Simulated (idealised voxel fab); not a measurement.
voxel self aligned contacts: a process module
In the cross-section labelled cut, the width is 290 nm and each square cell is 5 nm.
Notation: cross-section as square-cell grid; stated in bands, top first, going down; one or more cell rows per band. For a band, the entry starts with two heights in nm, that of the top and then that of the bottom, and carries on with the band's materials in order from left to right, each alongside its width in nm; the word "edge to edge" beside a single material means it fills the band edge to edge, and "blank" means empty space. Counting heights begins at 0, where everything beneath is, in the wafer as received, one material. The lowest band has no bottom; it goes on downwards, as "0 and below" shows. The notation "30 to 40" denotes a width that varies across the rows of cells in the band, beginning at the first number in the top row, finishing at the second number in the bottom row, and changing by an identical amount from each row to the next. Given "nothing different" for a step, no cell of the cross-section differs between before and after that step. Empty spaces counting at least 8 cells and having no open way to the top are listed in "Enclosed internal voids". The notation width x height at distance is used for each, the distance being from the left edge and all three values in nm. The remark found on a step's line after its settings is issued by the simulator itself and pertains to that step. Among the settings permitted on a step's line is "overlay nm"; applied to a step with a mask, it specifies the extent to which the mask lay to the right of its planned position, whereas a negative figure signifies a position to the left.
### List of planned process steps
| 1 | RECEIVE | material Si |
| 2 | CONFORMAL_DEP | material SiO2 | thk nm 5 |
| 3 | DIRECTIONAL_DEP | material polySi | thk nm 25 |
| 4 | DIRECTIONAL_DEP | material SiN | thk nm 15 |
| 5 | PATTERN | tone cover | mask id GATE | material resist | width nm 35 | pitch nm 60 | thk nm 15 | overlay nm 0 |
| 6 | DIRECTIONAL_ETCH | etch materials SiN | depth nm 15 |
| 7 | DIRECTIONAL_ETCH | etch materials polySi | depth nm 25 |
| 8 | STRIP | etch materials resist |
| 9 | CONFORMAL_DEP | material SiN | thk nm 5 |
| 10 | DIRECTIONAL_ETCH | etch materials SiN | depth nm 5 |
| 11 | FILL_DEP | material SiO2 | thk nm 20 |
| 12 | CMP | height nm 55 |
| 13 | DIRECTIONAL_DEP | material aC | thk nm 15 |
| 14 | PATTERN | tone open | mask id CONTACT | material resist | width nm 35 | thk nm 35 | overlay nm 0 |
| 15 | DIRECTIONAL_ETCH | etch materials aC | depth nm 15 |
| 16 | STRIP | etch materials resist |
| 17 | DIRECTIONAL_ETCH | etch materials SiO2 | depth nm 55 |
| 18 | STRIP | etch materials aC |
| 19 | CONFORMAL_DEP | material TiN | thk nm 5 |
| 20 | FILL_DEP | material Ru | thk nm 10 |
| 21 | CMP | height nm 55 |
| 22 | CONFORMAL_DEP | material SiCN | thk nm 5 |
### Cross-section of the incoming wafer, state after step 1
> 0 and below = Si edge to edge
> Enclosed internal voids: none
### Look at the cross-section after the module: the wafer started out the way shown above and the plan was the one shown above, yet one mistake was made along the way
> 60 down to 55 = SiCN edge to edge
> 55 down to 50 = SiO2 125 nm | TiN 15 nm | Ru 5 nm | TiN 15 nm | SiO2 130 nm
> 50 down to 45 = SiO2 90 nm | Ru 45 nm | TiN 5 nm | Ru 5 nm | TiN 5 nm | Ru 45 nm | SiO2 95 nm
> 45 down to 30 = SiO2 90 nm | Ru 5 nm | SiN 35 nm | Ru 5 nm | TiN 5 nm | Ru 5 nm | TiN 5 nm | Ru 5 nm | SiN 35 nm | Ru 5 nm | SiO2 95 nm
> 30 down to 15 = SiO2 90 nm | Ru 5 nm | polySi 35 nm | Ru 5 nm | TiN 5 nm | Ru 5 nm | TiN 5 nm | Ru 5 nm | polySi 35 nm | Ru 5 nm | SiO2 95 nm
> 15 down to 10 = SiO2 90 nm | Ru 5 nm | polySi 35 nm | Ru 5 nm | TiN 15 nm | Ru 5 nm | polySi 35 nm | Ru 5 nm | SiO2 95 nm
> 10 down to 5 = Ru 95 nm | polySi 35 nm | Ru 25 nm | polySi 35 nm | Ru 100 nm
> 5 down to 0 = SiO2 edge to edge
> 0 and below = Si edge to edge
> Enclosed internal voids: none
Error vs. plan: the process deviated at step 9: the operation and settings actually run there were CONFORMAL_DEP | material Ru | thk nm 5
